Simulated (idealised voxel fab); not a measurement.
process module | voxel self aligned vias
cross-section cut | 170 nm wide | cells 5 nm
A cross-section is a grid of square cells, given in bands from the top down. A band is one or more rows of cells.
Each band's line starts with the height of the band's top and of its bottom, in nm. Then come its materials from left to right, each with its width in nm. One material with "throughout" fills the band from edge to edge. "air" is empty space.
Height 0 is the level under which the wafer as received is all one material. The lowest band goes on downwards, as in "0 down".
A width such as "30 to 40" changes by the same amount from each row of cells to the next, from the band's top row to its bottom row.
"no change" after a step means that no cell of the cross-section changed.
closed voids: empty space of 8 cells or more with no open way to the top, each as width x height at its distance from the left edge, in nm
after a step's settings: what the simulator itself notes on the step
overlay nm, on a step with a mask: how far to the right of its planned place the mask lay; to the left if negative
Each pair below shows a cross-section before one step and the cross-section after it, down to the lowest band that changed. The line under each pair gives the step between them, with its settings. The pairs can come from different runs of this module on the same starting wafer, so a pair continues from the pair above only where its "before" says so.
before
  0 down: Si throughout
  closed voids: none
after
  15 to 0: SiO2 throughout
  below 0: unchanged
  closed voids: none
the step between: op CONFORMAL_DEP | material SiO2 | thk nm 15
before: the cross-section after the pair above
after
  20 to 15: SiCN throughout
  below 15: unchanged
  closed voids: none
the step between: op CONFORMAL_DEP | material SiCN | thk nm 5
before: the cross-section after the pair above
after
  50 to 20: lowk throughout
  below 20: unchanged
  closed voids: none
the step between: op DIRECTIONAL_DEP | material lowk | thk nm 30
before: the cross-section after the pair above
after
  70 to 50: resist 20 | air 25 | resist 25 | air 25 | resist 25 | air 25 | resist 25
  below 50: unchanged
  closed voids: none
the step between: op PATTERN | tone open | mask id LINES | material resist | width nm 25 | pitch nm 50 | thk nm 20 | overlay nm 0
before: the cross-section after the pair above
after
  70 to 50: resist 20 | air 25 | resist 25 | air 25 | resist 25 | air 25 | resist 25
  50 to 20: lowk 20 | air 25 | lowk 25 | air 25 | lowk 25 | air 25 | lowk 25
  below 20: unchanged
  closed voids: none
the step between: op DIRECTIONAL_ETCH | etch materials lowk | depth nm 30
before: the cross-section after the pair above
after
  50 to 20: lowk 20 | air 25 | lowk 25 | air 25 | lowk 25 | air 25 | lowk 25
  below 20: unchanged
  closed voids: none
the step between: op STRIP | etch materials resist
before: the cross-section after the pair above
after
  55 to 50: TiN 25 | air 15 | TiN 35 | air 15 | TiN 35 | air 15 | TiN 30
  50 to 25: lowk 20 | TiN 5 | air 15 | TiN 5 | lowk 25 | TiN 5 | air 15 | TiN 5 | lowk 25 | TiN 5 | air 15 | TiN 5 | lowk 25
  25 to 20: lowk 20 | TiN 25 | lowk 25 | TiN 25 | lowk 25 | TiN 25 | lowk 25
  below 20: unchanged
  closed voids: none
the step between: op CONFORMAL_DEP | material TiN | thk nm 5
before: the cross-section after the pair above
after
  60 to 55: W throughout
  55 to 50: TiN 25 | W 15 | TiN 35 | W 15 | TiN 35 | W 15 | TiN 30
  50 to 25: lowk 20 | TiN 5 | W 15 | TiN 5 | lowk 25 | TiN 5 | W 15 | TiN 5 | lowk 25 | TiN 5 | W 15 | TiN 5 | lowk 25
  below 25: unchanged
  closed voids: none
the step between: op FILL_DEP | material W | thk nm 5
before: the cross-section after the pair above
after
  50 to 25: lowk 20 | TiN 5 | W 15 | TiN 5 | lowk 25 | TiN 5 | W 15 | TiN 5 | lowk 25 | TiN 5 | W 15 | TiN 5 | lowk 25
  below 25: unchanged
  closed voids: none
the step between: op CMP | height nm 50
before: the cross-section after the pair above
after
  50 to 45: lowk 20 | air 25 | lowk 25 | air 25 | lowk 25 | air 25 | lowk 25
  below 45: unchanged
  closed voids: none
the step between: op SELECTIVE_ETCH | etch materials W Ru TiN | depth nm 5
before: the cross-section after the pair above
after
  55 to 50: SiN throughout
  50 to 45: lowk 20 | SiN 25 | lowk 25 | SiN 25 | lowk 25 | SiN 25 | lowk 25
  below 45: unchanged
  closed voids: none
the step between: op FILL_DEP | material SiN | thk nm 5
before: the cross-section after the pair above
after
  50 to 45: lowk 20 | SiN 25 | lowk 25 | SiN 25 | lowk 25 | SiN 25 | lowk 25
  below 45: unchanged
  closed voids: none
the step between: op CMP | height nm 50
before: the cross-section after the pair above
after
  65 to 50: lowk throughout
  below 50: unchanged
  closed voids: none
the step between: op DIRECTIONAL_DEP | material lowk | thk nm 15
before: the cross-section after the pair above
after
  65 to 50: lowk 15 | air 35 | lowk 65 | air 35 | lowk 20
  below 50: unchanged
  closed voids: none
the step between: op MASKED_ETCH | tone open | mask id VIAS | width nm 35 | pitch nm 100 | etch materials lowk | depth nm 15 | overlay nm 0
before: the cross-section after the pair above
after
  65 to 50: lowk 15 | air 35 | lowk 65 | air 35 | lowk 20
  50 to 45: lowk 20 | air 25 | lowk 25 | SiN 25 | lowk 25 | air 25 | lowk 25
  below 45: unchanged
  closed voids: none
the step between: op MASKED_ETCH | tone open | mask id VIAS | width nm 35 | pitch nm 100 | etch materials SiN | depth nm 5 | overlay nm 0
before: the cross-section after the pair above
after
  70 to 65: TiN 20 | air 25 | TiN 75 | air 25 | TiN 25
  65 to 55: lowk 15 | TiN 5 | air 25 | TiN 5 | lowk 65 | TiN 5 | air 25 | TiN 5 | lowk 20
  55 to 50: lowk 15 | TiN 10 | air 15 | TiN 10 | lowk 65 | TiN 10 | air 15 | TiN 10 | lowk 20
  50 to 45: lowk 20 | TiN 25 | lowk 25 | SiN 25 | lowk 25 | TiN 25 | lowk 25
  below 45: unchanged
  closed voids: none
the step between: op CONFORMAL_DEP | material TiN | thk nm 5
before: the cross-section after the pair above
after
  80 to 70: W throughout
  70 to 65: TiN 20 | W 25 | TiN 75 | W 25 | TiN 25
  65 to 55: lowk 15 | TiN 5 | W 25 | TiN 5 | lowk 65 | TiN 5 | W 25 | TiN 5 | lowk 20
  55 to 50: lowk 15 | TiN 10 | W 15 | TiN 10 | lowk 65 | TiN 10 | W 15 | TiN 10 | lowk 20
  below 50: unchanged
  closed voids: none
the step between: op FILL_DEP | material W | thk nm 10
before: the cross-section after the pair above
after
  65 to 55: lowk 15 | TiN 5 | W 25 | TiN 5 | lowk 65 | TiN 5 | W 25 | TiN 5 | lowk 20
  below 55: unchanged
  closed voids: none
the step between: op CMP | height nm 65
before: the cross-section after the pair above
after
  70 to 65: SiN throughout
  below 65: unchanged
  closed voids: none
the step between: op CONFORMAL_DEP | material SiN | thk nm 5
before
  80 to 70: W throughout
  70 to 65: TiN 20 | W 25 | TiN 75 | W 25 | TiN 25
  65 to 55: lowk 15 | TiN 5 | W 25 | TiN 5 | lowk 65 | TiN 5 | W 25 | TiN 5 | lowk 20
  55 to 50: lowk 15 | TiN 10 | W 15 | TiN 10 | lowk 65 | TiN 10 | W 15 | TiN 10 | lowk 20
  50 to 45: lowk 20 | TiN 25 | lowk 25 | SiN 25 | lowk 25 | TiN 25 | lowk 25
  45 to 25: lowk 20 | TiN 5 | W 15 | TiN 5 | lowk 25 | TiN 5 | W 15 | TiN 5 | lowk 25 | TiN 5 | W 15 | TiN 5 | lowk 25
  25 to 20: lowk 20 | TiN 25 | lowk 25 | TiN 25 | lowk 25 | TiN 25 | lowk 25
  20 to 15: SiCN throughout
  15 to 0: SiO2 throughout
  0 down: Si throughout
  closed voids: none
after
  85 to 80: SiN throughout
  below 80: unchanged
  closed voids: none
the step between: op CONFORMAL_DEP | material SiN | thk nm 5
before
  15 to 0: SiO2 throughout
  0 down: Si throughout
  closed voids: none
after
  30 to 0: SiO2 throughout
  below 0: unchanged
  closed voids: none
the step between: op CONFORMAL_DEP | material SiO2 | thk nm 15
before: the cross-section after the pair above
after
  35 to 30: SiCN throughout
  below 30: unchanged
  closed voids: none
the step between: op CONFORMAL_DEP | material SiCN | thk nm 5
before: the cross-section after the pair above
after
  65 to 35: lowk throughout
  below 35: unchanged
  closed voids: none
the step between: op DIRECTIONAL_DEP | material lowk | thk nm 30
before: the cross-section after the pair above
after
  85 to 65: resist 20 | air 25 | resist 25 | air 25 | resist 25 | air 25 | resist 25
  below 65: unchanged
  closed voids: none
the step between: op PATTERN | tone open | mask id LINES | material resist | width nm 25 | pitch nm 50 | thk nm 20 | overlay nm 0
before: the cross-section after the pair above
after
  85 to 65: resist 20 | air 25 | resist 25 | air 25 | resist 25 | air 25 | resist 25
  65 to 35: lowk 20 | air 25 | lowk 25 | air 25 | lowk 25 | air 25 | lowk 25
  below 35: unchanged
  closed voids: none
the step between: op DIRECTIONAL_ETCH | etch materials lowk | depth nm 30
before: the cross-section after the pair above
after
  65 to 35: lowk 20 | air 25 | lowk 25 | air 25 | lowk 25 | air 25 | lowk 25
  below 35: unchanged
  closed voids: none
the step between: op STRIP | etch materials resist
before: the cross-section after the pair above
after
  70 to 65: TiN 25 | air 15 | TiN 35 | air 15 | TiN 35 | air 15 | TiN 30
  65 to 40: lowk 20 | TiN 5 | air 15 | TiN 5 | lowk 25 | TiN 5 | air 15 | TiN 5 | lowk 25 | TiN 5 | air 15 | TiN 5 | lowk 25
  40 to 35: lowk 20 | TiN 25 | lowk 25 | TiN 25 | lowk 25 | TiN 25 | lowk 25
  below 35: unchanged
  closed voids: none
the step between: op CONFORMAL_DEP | material TiN | thk nm 5
before: the cross-section after the pair above
after
  75 to 70: W throughout
  70 to 65: TiN 25 | W 15 | TiN 35 | W 15 | TiN 35 | W 15 | TiN 30
  65 to 40: lowk 20 | TiN 5 | W 15 | TiN 5 | lowk 25 | TiN 5 | W 15 | TiN 5 | lowk 25 | TiN 5 | W 15 | TiN 5 | lowk 25
  below 40: unchanged
  closed voids: none
the step between: op FILL_DEP | material W | thk nm 5
before: the cross-section after the pair above
after
  50 to 40: lowk 20 | TiN 5 | W 15 | TiN 5 | lowk 25 | TiN 5 | W 15 | TiN 5 | lowk 25 | TiN 5 | W 15 | TiN 5 | lowk 25
  below 40: unchanged
  closed voids: none
the step between: op CMP | height nm 50
before: the cross-section after the pair above
after
  50 to 45: lowk 20 | air 25 | lowk 25 | air 25 | lowk 25 | air 25 | lowk 25
  below 45: unchanged
  closed voids: none
the step between: op SELECTIVE_ETCH | etch materials W Ru TiN | depth nm 5
before: the cross-section after the pair above
after
  55 to 50: SiN throughout
  50 to 45: lowk 20 | SiN 25 | lowk 25 | SiN 25 | lowk 25 | SiN 25 | lowk 25
  below 45: unchanged
  closed voids: none
the step between: op FILL_DEP | material SiN | thk nm 5
before: the cross-section after the pair above
after
  50 to 45: lowk 20 | SiN 25 | lowk 25 | SiN 25 | lowk 25 | SiN 25 | lowk 25
  below 45: unchanged
  closed voids: none
the step between: op CMP | height nm 50
before: the cross-section after the pair above
after
  65 to 50: lowk throughout
  below 50: unchanged
  closed voids: none
the step between: op DIRECTIONAL_DEP | material lowk | thk nm 15
before: the cross-section after the pair above
after
  65 to 50: lowk 15 | air 35 | lowk 65 | air 35 | lowk 20
  below 50: unchanged
  closed voids: none
the step between: op MASKED_ETCH | tone open | mask id VIAS | width nm 35 | pitch nm 100 | etch materials lowk | depth nm 15 | overlay nm 0
before: the cross-section after the pair above
after
  65 to 50: lowk 15 | air 35 | lowk 65 | air 35 | lowk 20
  50 to 45: lowk 20 | air 25 | lowk 25 | SiN 25 | lowk 25 | air 25 | lowk 25
  below 45: unchanged
  closed voids: none
the step between: op MASKED_ETCH | tone open | mask id VIAS | width nm 35 | pitch nm 100 | etch materials SiN | depth nm 5 | overlay nm 0
before: the cross-section after the pair above
after
  70 to 65: TiN 20 | air 25 | TiN 75 | air 25 | TiN 25
  65 to 55: lowk 15 | TiN 5 | air 25 | TiN 5 | lowk 65 | TiN 5 | air 25 | TiN 5 | lowk 20
  55 to 50: lowk 15 | TiN 10 | air 15 | TiN 10 | lowk 65 | TiN 10 | air 15 | TiN 10 | lowk 20
  50 to 45: lowk 20 | TiN 25 | lowk 25 | SiN 25 | lowk 25 | TiN 25 | lowk 25
  below 45: unchanged
  closed voids: none
the step between: op CONFORMAL_DEP | material TiN | thk nm 5
before: the cross-section after the pair above
after
  80 to 70: W throughout
  70 to 65: TiN 20 | W 25 | TiN 75 | W 25 | TiN 25
  65 to 55: lowk 15 | TiN 5 | W 25 | TiN 5 | lowk 65 | TiN 5 | W 25 | TiN 5 | lowk 20
  55 to 50: lowk 15 | TiN 10 | W 15 | TiN 10 | lowk 65 | TiN 10 | W 15 | TiN 10 | lowk 20
  below 50: unchanged
  closed voids: none
the step between: op FILL_DEP | material W | thk nm 10
before: the cross-section after the pair above
after
  65 to 55: lowk 15 | TiN 5 | W 25 | TiN 5 | lowk 65 | TiN 5 | W 25 | TiN 5 | lowk 20
  below 55: unchanged
  closed voids: none
the step between: op CMP | height nm 65
before: the cross-section after the pair above
after
  70 to 65: SiN throughout
  below 65: unchanged
  closed voids: none
the step between: op CONFORMAL_DEP | material SiN | thk nm 5
before
  15 to 0: SiO2 throughout
  0 down: Si throughout
  closed voids: none
after
  45 to 15: lowk throughout
  below 15: unchanged
  closed voids: none
the step between: op DIRECTIONAL_DEP | material lowk | thk nm 30
before: the cross-section after the pair above
after
  50 to 45: SiCN throughout
  below 45: unchanged
  closed voids: none
the step between: op CONFORMAL_DEP | material SiCN | thk nm 5
before: the cross-section after the pair above
after
  70 to 50: resist 20 | air 25 | resist 25 | air 25 | resist 25 | air 25 | resist 25
  below 50: unchanged
  closed voids: none
the step between: op PATTERN | tone open | mask id LINES | material resist | width nm 25 | pitch nm 50 | thk nm 20 | overlay nm 0
before: the cross-section after the pair above
after
  50 to 45: SiCN throughout
  below 45: unchanged
  closed voids: none
the step between: op STRIP | etch materials resist
before: the cross-section after the pair above
after
  55 to 50: TiN throughout
  below 50: unchanged
  closed voids: none
the step between: op CONFORMAL_DEP | material TiN | thk nm 5
before: the cross-section after the pair above
after
  60 to 55: W throughout
  below 55: unchanged
  closed voids: none
the step between: op FILL_DEP | material W | thk nm 5
before: the cross-section after the pair above
after
  50 to 45: SiCN throughout
  below 45: unchanged
  closed voids: none
the step between: op CMP | height nm 50
before: the cross-section after the pair above
after
  55 to 50: SiN throughout
  below 50: unchanged
  closed voids: none
the step between: op FILL_DEP | material SiN | thk nm 5
before: the cross-section after the pair above
after
  50 to 45: SiCN throughout
  below 45: unchanged
  closed voids: none
the step between: op CMP | height nm 50
before: the cross-section after the pair above
after
  65 to 50: lowk throughout
  below 50: unchanged
  closed voids: none
the step between: op DIRECTIONAL_DEP | material lowk | thk nm 15
before: the cross-section after the pair above
after
  65 to 50: lowk 15 | air 35 | lowk 65 | air 35 | lowk 20
  below 50: unchanged
  closed voids: none
the step between: op MASKED_ETCH | tone open | mask id VIAS | width nm 35 | pitch nm 100 | etch materials lowk | depth nm 15 | overlay nm 0
before: the cross-section after the pair above
after
  70 to 65: TiN 20 | air 25 | TiN 75 | air 25 | TiN 25
  65 to 55: lowk 15 | TiN 5 | air 25 | TiN 5 | lowk 65 | TiN 5 | air 25 | TiN 5 | lowk 20
  55 to 50: lowk 15 | TiN 35 | lowk 65 | TiN 35 | lowk 20
  below 50: unchanged
  closed voids: none
the step between: op CONFORMAL_DEP | material TiN | thk nm 5
before: the cross-section after the pair above
after
  80 to 70: W throughout
  70 to 65: TiN 20 | W 25 | TiN 75 | W 25 | TiN 25
  65 to 55: lowk 15 | TiN 5 | W 25 | TiN 5 | lowk 65 | TiN 5 | W 25 | TiN 5 | lowk 20
  below 55: unchanged
  closed voids: none
the step between: op FILL_DEP | material W | thk nm 10
before: the cross-section after the pair above
after
  65 to 55: lowk 15 | TiN 5 | W 25 | TiN 5 | lowk 65 | TiN 5 | W 25 | TiN 5 | lowk 20
  below 55: unchanged
  closed voids: none
the step between: op CMP | height nm 65
before: the cross-section after the pair above
after
  70 to 65: SiN throughout
  below 65: unchanged
  closed voids: none
the step between: op CONFORMAL_DEP | material SiN | thk nm 5
before
  20 to 15: SiCN throughout
  15 to 0: SiO2 throughout
  0 down: Si throughout
  closed voids: none
after
  40 to 20: lowk throughout
  below 20: unchanged
  closed voids: none
the step between: op DIRECTIONAL_DEP | material lowk | thk nm 20
before: the cross-section after the pair above
after
  60 to 40: resist 20 | air 25 | resist 25 | air 25 | resist 25 | air 25 | resist 25
  below 40: unchanged
  closed voids: none
the step between: op PATTERN | tone open | mask id LINES | material resist | width nm 25 | pitch nm 50 | thk nm 20 | overlay nm 0
before: the cross-section after the pair above
after
  60 to 40: resist 20 | air 25 | resist 25 | air 25 | resist 25 | air 25 | resist 25
  40 to 20: lowk 20 | air 25 | lowk 25 | air 25 | lowk 25 | air 25 | lowk 25
  below 20: unchanged
  closed voids: none
the step between: op DIRECTIONAL_ETCH | etch materials lowk | depth nm 30
before: the cross-section after the pair above
after
  40 to 20: lowk 20 | air 25 | lowk 25 | air 25 | lowk 25 | air 25 | lowk 25
  below 20: unchanged
  closed voids: none
the step between: op STRIP | etch materials resist
before: the cross-section after the pair above
after
  45 to 40: TiN 25 | air 15 | TiN 35 | air 15 | TiN 35 | air 15 | TiN 30
  40 to 25: lowk 20 | TiN 5 | air 15 | TiN 5 | lowk 25 | TiN 5 | air 15 | TiN 5 | lowk 25 | TiN 5 | air 15 | TiN 5 | lowk 25
  25 to 20: lowk 20 | TiN 25 | lowk 25 | TiN 25 | lowk 25 | TiN 25 | lowk 25
  below 20: unchanged
  closed voids: none
the step between: op CONFORMAL_DEP | material TiN | thk nm 5
before: the cross-section after the pair above
after
  50 to 45: W throughout
  45 to 40: TiN 25 | W 15 | TiN 35 | W 15 | TiN 35 | W 15 | TiN 30
  40 to 25: lowk 20 | TiN 5 | W 15 | TiN 5 | lowk 25 | TiN 5 | W 15 | TiN 5 | lowk 25 | TiN 5 | W 15 | TiN 5 | lowk 25
  below 25: unchanged
  closed voids: none
the step between: op FILL_DEP | material W | thk nm 5
before: the cross-section after the pair above
after
  45 to 40: TiN 25 | W 15 | TiN 35 | W 15 | TiN 35 | W 15 | TiN 30
  below 40: unchanged
  closed voids: none
the step between: op SELECTIVE_ETCH | etch materials W Ru TiN | depth nm 5
before: the cross-section after the pair above
after
  50 to 45: SiN throughout
  below 45: unchanged
  closed voids: none
the step between: op FILL_DEP | material SiN | thk nm 5
before: the cross-section after the pair above
after
  65 to 50: lowk throughout
  below 50: unchanged
  closed voids: none
the step between: op DIRECTIONAL_DEP | material lowk | thk nm 15
before: the cross-section after the pair above
after
  65 to 50: lowk 15 | air 35 | lowk 65 | air 35 | lowk 20
  below 50: unchanged
  closed voids: none
the step between: op MASKED_ETCH | tone open | mask id VIAS | width nm 35 | pitch nm 100 | etch materials lowk | depth nm 15 | overlay nm 0
before: the cross-section after the pair above
after
  65 to 50: lowk 15 | air 35 | lowk 65 | air 35 | lowk 20
  50 to 45: SiN 15 | air 35 | SiN 65 | air 35 | SiN 20
  below 45: unchanged
  closed voids: none
the step between: op MASKED_ETCH | tone open | mask id VIAS | width nm 35 | pitch nm 100 | etch materials SiN | depth nm 5 | overlay nm 0
before: the cross-section after the pair above
after
  70 to 65: TiN 20 | air 25 | TiN 75 | air 25 | TiN 25
  65 to 50: lowk 15 | TiN 5 | air 25 | TiN 5 | lowk 65 | TiN 5 | air 25 | TiN 5 | lowk 20
  50 to 45: SiN 15 | TiN 35 | SiN 65 | TiN 35 | SiN 20
  below 45: unchanged
  closed voids: none
the step between: op CONFORMAL_DEP | material TiN | thk nm 5
before: the cross-section after the pair above
after
  80 to 70: W throughout
  70 to 65: TiN 20 | W 25 | TiN 75 | W 25 | TiN 25
  65 to 50: lowk 15 | TiN 5 | W 25 | TiN 5 | lowk 65 | TiN 5 | W 25 | TiN 5 | lowk 20
  below 50: unchanged
  closed voids: none
the step between: op FILL_DEP | material W | thk nm 10
before: the cross-section after the pair above
after
  65 to 50: lowk 15 | TiN 5 | W 25 | TiN 5 | lowk 65 | TiN 5 | W 25 | TiN 5 | lowk 20
  below 50: unchanged
  closed voids: none
the step between: op CMP | height nm 65
before: the cross-section after the pair above
after
  70 to 65: SiN throughout
  below 65: unchanged
  closed voids: none
the step between: op CONFORMAL_DEP | material SiN | thk nm 5
before
  65 to 50: lowk throughout
  50 to 45: lowk 20 | SiN 25 | lowk 25 | SiN 25 | lowk 25 | SiN 25 | lowk 25
  45 to 25: lowk 20 | TiN 5 | W 15 | TiN 5 | lowk 25 | TiN 5 | W 15 | TiN 5 | lowk 25 | TiN 5 | W 15 | TiN 5 | lowk 25
  25 to 20: lowk 20 | TiN 25 | lowk 25 | TiN 25 | lowk 25 | TiN 25 | lowk 25
  20 to 15: SiCN throughout
  15 to 0: SiO2 throughout
  0 down: Si throughout
  closed voids: none
after
  65 to 50: lowk 20 | air 30 | lowk 70 | air 30 | lowk 20
  below 50: unchanged
  closed voids: none
the step between: op MASKED_ETCH | tone open | mask id VIAS | width nm 30 | pitch nm 100 | etch materials lowk | depth nm 15 | overlay nm 0
before: the cross-section after the pair above
after
  65 to 50: lowk 20 | air 30 | lowk 70 | air 30 | lowk 20
  50 to 45: lowk 20 | air 25 | lowk 25 | SiN 25 | lowk 25 | air 25 | lowk 25
  below 45: unchanged
  closed voids: none
the step between: op MASKED_ETCH | tone open | mask id VIAS | width nm 35 | pitch nm 100 | etch materials SiN | depth nm 5 | overlay nm 0
before: the cross-section after the pair above
after
  70 to 65: TiN 25 | air 20 | TiN 80 | air 20 | TiN 25
  65 to 55: lowk 20 | TiN 5 | air 20 | TiN 5 | lowk 70 | TiN 5 | air 20 | TiN 5 | lowk 20
  55 to 50: lowk 20 | TiN 5 | air 15 | TiN 10 | lowk 70 | TiN 5 | air 15 | TiN 10 | lowk 20
  50 to 45: lowk 20 | TiN 25 | lowk 25 | SiN 25 | lowk 25 | TiN 25 | lowk 25
  below 45: unchanged
  closed voids: none
the step between: op CONFORMAL_DEP | material TiN | thk nm 5
before: the cross-section after the pair above
after
  80 to 70: W throughout
  70 to 65: TiN 25 | W 20 | TiN 80 | W 20 | TiN 25
  65 to 55: lowk 20 | TiN 5 | W 20 | TiN 5 | lowk 70 | TiN 5 | W 20 | TiN 5 | lowk 20
  55 to 50: lowk 20 | TiN 5 | W 15 | TiN 10 | lowk 70 | TiN 5 | W 15 | TiN 10 | lowk 20
  below 50: unchanged
  closed voids: none
the step between: op FILL_DEP | material W | thk nm 10
before: the cross-section after the pair above
after
  65 to 55: lowk 20 | TiN 5 | W 20 | TiN 5 | lowk 70 | TiN 5 | W 20 | TiN 5 | lowk 20
  below 55: unchanged
  closed voids: none
the step between: op CMP | height nm 65
before: the cross-section after the pair above
after
  70 to 65: SiN throughout
  below 65: unchanged
  closed voids: none
the step between: op CONFORMAL_DEP | material SiN | thk nm 5
before
  50 to 20: lowk throughout
  20 to 15: SiCN throughout
  15 to 0: SiO2 throughout
  0 down: Si throughout
  closed voids: none
after
  70 to 50: resist 15 | air 25 | resist 25 | air 25 | resist 25 | air 25 | resist 30
  below 50: unchanged
  closed voids: none
the step between: op PATTERN | tone open | mask id LINES | material resist | width nm 25 | pitch nm 50 | thk nm 20 | overlay nm -5
before: the cross-section after the pair above
after
  70 to 50: resist 15 | air 25 | resist 25 | air 25 | resist 25 | air 25 | resist 30
  50 to 20: lowk 15 | air 25 | lowk 25 | air 25 | lowk 25 | air 25 | lowk 30
  below 20: unchanged
  closed voids: none
the step between: op DIRECTIONAL_ETCH | etch materials lowk | depth nm 30
before: the cross-section after the pair above
after
  50 to 20: lowk 15 | air 25 | lowk 25 | air 25 | lowk 25 | air 25 | lowk 30
  below 20: unchanged
  closed voids: none
the step between: op STRIP | etch materials resist
before: the cross-section after the pair above
after
  55 to 50: TiN 20 | air 15 | TiN 35 | air 15 | TiN 35 | air 15 | TiN 35
  50 to 25: lowk 15 | TiN 5 | air 15 | TiN 5 | lowk 25 | TiN 5 | air 15 | TiN 5 | lowk 25 | TiN 5 | air 15 | TiN 5 | lowk 30
  25 to 20: lowk 15 | TiN 25 | lowk 25 | TiN 25 | lowk 25 | TiN 25 | lowk 30
  below 20: unchanged
  closed voids: none
the step between: op CONFORMAL_DEP | material TiN | thk nm 5
before: the cross-section after the pair above
after
  60 to 55: W throughout
  55 to 50: TiN 20 | W 15 | TiN 35 | W 15 | TiN 35 | W 15 | TiN 35
  50 to 25: lowk 15 | TiN 5 | W 15 | TiN 5 | lowk 25 | TiN 5 | W 15 | TiN 5 | lowk 25 | TiN 5 | W 15 | TiN 5 | lowk 30
  below 25: unchanged
  closed voids: none
the step between: op FILL_DEP | material W | thk nm 5
before: the cross-section after the pair above
after
  50 to 25: lowk 15 | TiN 5 | W 15 | TiN 5 | lowk 25 | TiN 5 | W 15 | TiN 5 | lowk 25 | TiN 5 | W 15 | TiN 5 | lowk 30
  below 25: unchanged
  closed voids: none
the step between: op CMP | height nm 50
before: the cross-section after the pair above
after
  50 to 45: lowk 15 | air 25 | lowk 25 | air 25 | lowk 25 | air 25 | lowk 30
  below 45: unchanged
  closed voids: none
the step between: op SELECTIVE_ETCH | etch materials W Ru TiN | depth nm 5
before: the cross-section after the pair above
after
  55 to 50: SiN throughout
  50 to 45: lowk 15 | SiN 25 | lowk 25 | SiN 25 | lowk 25 | SiN 25 | lowk 30
  below 45: unchanged
  closed voids: none
the step between: op FILL_DEP | material SiN | thk nm 5
before: the cross-section after the pair above
after
  50 to 45: lowk 15 | SiN 25 | lowk 25 | SiN 25 | lowk 25 | SiN 25 | lowk 30
  below 45: unchanged
  closed voids: none
the step between: op CMP | height nm 50
before: the cross-section after the pair above
after
  65 to 50: lowk throughout
  below 50: unchanged
  closed voids: none
the step between: op DIRECTIONAL_DEP | material lowk | thk nm 15
before: the cross-section after the pair above
after
  65 to 50: lowk 15 | air 35 | lowk 65 | air 35 | lowk 20
  below 50: unchanged
  closed voids: none
the step between: op MASKED_ETCH | tone open | mask id VIAS | width nm 35 | pitch nm 100 | etch materials lowk | depth nm 15 | overlay nm 0
before: the cross-section after the pair above
after
  65 to 50: lowk 15 | air 35 | lowk 65 | air 35 | lowk 20
  50 to 45: lowk 15 | air 25 | lowk 25 | SiN 25 | lowk 25 | air 25 | lowk 30
  below 45: unchanged
  closed voids: none
the step between: op MASKED_ETCH | tone open | mask id VIAS | width nm 35 | pitch nm 100 | etch materials SiN | depth nm 5 | overlay nm 0
before: the cross-section after the pair above
after
  70 to 65: TiN 20 | air 25 | TiN 75 | air 25 | TiN 25
  65 to 55: lowk 15 | TiN 5 | air 25 | TiN 5 | lowk 65 | TiN 5 | air 25 | TiN 5 | lowk 20
  55 to 50: lowk 15 | TiN 5 | air 15 | TiN 15 | lowk 65 | TiN 5 | air 15 | TiN 15 | lowk 20
  50 to 45: lowk 15 | TiN 25 | lowk 25 | SiN 25 | lowk 25 | TiN 25 | lowk 30
  below 45: unchanged
  closed voids: none
the step between: op CONFORMAL_DEP | material TiN | thk nm 5
before: the cross-section after the pair above
after
  80 to 70: W throughout
  70 to 65: TiN 20 | W 25 | TiN 75 | W 25 | TiN 25
  65 to 55: lowk 15 | TiN 5 | W 25 | TiN 5 | lowk 65 | TiN 5 | W 25 | TiN 5 | lowk 20
  55 to 50: lowk 15 | TiN 5 | W 15 | TiN 15 | lowk 65 | TiN 5 | W 15 | TiN 15 | lowk 20
  below 50: unchanged
  closed voids: none
the step between: op FILL_DEP | material W | thk nm 10
before: the cross-section after the pair above
after
  65 to 55: lowk 15 | TiN 5 | W 25 | TiN 5 | lowk 65 | TiN 5 | W 25 | TiN 5 | lowk 20
  below 55: unchanged
  closed voids: none
the step between: op CMP | height nm 65
before: the cross-section after the pair above
after
  70 to 65: SiN throughout
  below 65: unchanged
  closed voids: none
the step between: op CONFORMAL_DEP | material SiN | thk nm 5
before
  50 to 45: lowk 20 | SiN 25 | lowk 25 | SiN 25 | lowk 25 | SiN 25 | lowk 25
  45 to 25: lowk 20 | TiN 5 | W 15 | TiN 5 | lowk 25 | TiN 5 | W 15 | TiN 5 | lowk 25 | TiN 5 | W 15 | TiN 5 | lowk 25
  25 to 20: lowk 20 | TiN 25 | lowk 25 | TiN 25 | lowk 25 | TiN 25 | lowk 25
  20 to 15: SiCN throughout
  15 to 0: SiO2 throughout
  0 down: Si throughout
  closed voids: none
after
  65 to 50: TiN throughout
  below 50: unchanged
  closed voids: none
the step between: op DIRECTIONAL_DEP | material TiN | thk nm 15
before: the cross-section after the pair above
after
  70 to 50: TiN throughout
  below 50: unchanged
  closed voids: none
the step between: op CONFORMAL_DEP | material TiN | thk nm 5
before: the cross-section after the pair above
after
  80 to 70: W throughout
  below 70: unchanged
  closed voids: none
the step between: op FILL_DEP | material W | thk nm 10
before: the cross-section after the pair above
after
  65 to 50: TiN throughout
  below 50: unchanged
  closed voids: none
the step between: op CMP | height nm 65
before: the cross-section after the pair above
after
  70 to 65: SiN throughout
  below 65: unchanged
  closed voids: none
the step between: op CONFORMAL_DEP | material SiN | thk nm 5
before
  50 to 20: lowk throughout
  20 to 15: SiCN throughout
  15 to 0: SiO2 throughout
  0 down: Si throughout
  closed voids: none
after
  70 to 50: air 20 | resist 25 | air 25 | resist 25 | air 25 | resist 25 | air 25
  below 50: unchanged
  closed voids: none
the step between: op PATTERN | tone cover | mask id LINES | material resist | width nm 25 | pitch nm 50 | thk nm 20 | overlay nm 0
before: the cross-section after the pair above
after
  70 to 50: air 20 | resist 25 | air 25 | resist 25 | air 25 | resist 25 | air 25
  50 to 20: air 20 | lowk 25 | air 25 | lowk 25 | air 25 | lowk 25 | air 25
  below 20: unchanged
  closed voids: none
the step between: op DIRECTIONAL_ETCH | etch materials lowk | depth nm 30
before: the cross-section after the pair above
after
  50 to 20: air 20 | lowk 25 | air 25 | lowk 25 | air 25 | lowk 25 | air 25
  below 20: unchanged
  closed voids: none
the step between: op STRIP | etch materials resist
before: the cross-section after the pair above
after
  55 to 50: air 15 | TiN 35 | air 15 | TiN 35 | air 15 | TiN 35 | air 20
  50 to 25: air 15 | TiN 5 | lowk 25 | TiN 5 | air 15 | TiN 5 | lowk 25 | TiN 5 | air 15 | TiN 5 | lowk 25 | TiN 5 | air 20
  25 to 20: TiN 20 | lowk 25 | TiN 25 | lowk 25 | TiN 25 | lowk 25 | TiN 25
  below 20: unchanged
  closed voids: none
the step between: op CONFORMAL_DEP | material TiN | thk nm 5
before: the cross-section after the pair above
after
  60 to 55: W throughout
  55 to 50: W 15 | TiN 35 | W 15 | TiN 35 | W 15 | TiN 35 | W 20
  50 to 25: W 15 | TiN 5 | lowk 25 | TiN 5 | W 15 | TiN 5 | lowk 25 | TiN 5 | W 15 | TiN 5 | lowk 25 | TiN 5 | W 20
  below 25: unchanged
  closed voids: none
the step between: op FILL_DEP | material W | thk nm 5
